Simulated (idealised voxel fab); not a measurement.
process module | voxel fin reveal
cross-section cut | 185 nm wide | cells 5 nm
A cross-section is a grid of square cells, given in bands from the top down. A band is one or more rows of cells.
Each band's line starts with the height of the band's top and of its bottom, in nm. Then come its materials from left to right, each with its width in nm. One material with "throughout" fills the band from edge to edge. "air" is empty space.
Height 0 is the level under which the wafer as received is all one material. The lowest band goes on downwards, as in "0 down".
A width such as "30 to 40" changes by the same amount from each row of cells to the next, from the band's top row to its bottom row.
"no change" after a step means that no cell of the cross-section changed.
closed voids: empty space of 8 cells or more with no open way to the top, each as width x height at its distance from the left edge, in nm
after a step's settings: what the simulator itself notes on the step
overlay nm, on a step with a mask: how far to the right of its planned place the mask lay; to the left if negative
plan
1 op RECEIVE | material Si
2 op CONFORMAL_DEP | material SiN | thk nm 5
3 op PATTERN | tone cover | mask id FINS | material resist | width nm 15 | pitch nm 40 | thk nm 15 | overlay nm 0
4 op DIRECTIONAL_ETCH | etch materials SiN | depth nm 5
5 op DIRECTIONAL_ETCH | etch materials Si | depth nm 40
6 op STRIP | etch materials resist
7 op OXIDIZE | depth nm 5
8 op FILL_DEP | material SiO2 | thk nm 5
9 op CMP | height nm 5
10 op SELECTIVE_ETCH | etch materials SiO2 | depth nm 35
11 op STRIP | etch materials SiN
as received, after step 1
  0 down: Si throughout
  closed voids: none
a wafer at the end: this start, this plan, one mistake
  5 to 0: air 45 | SiN 15 | air 25 | SiN 15 | air 25 | SiN 15 | air 45
  0 to -30: air 50 | Si 5 | air 35 | Si 5 | air 35 | Si 5 | air 50
  -30 to -45: SiO2 50 | Si 5 | SiO2 35 | Si 5 | SiO2 35 | Si 5 | SiO2 50
  -45 down: Si throughout
  closed voids: none
what went wrong: step 11 was left out
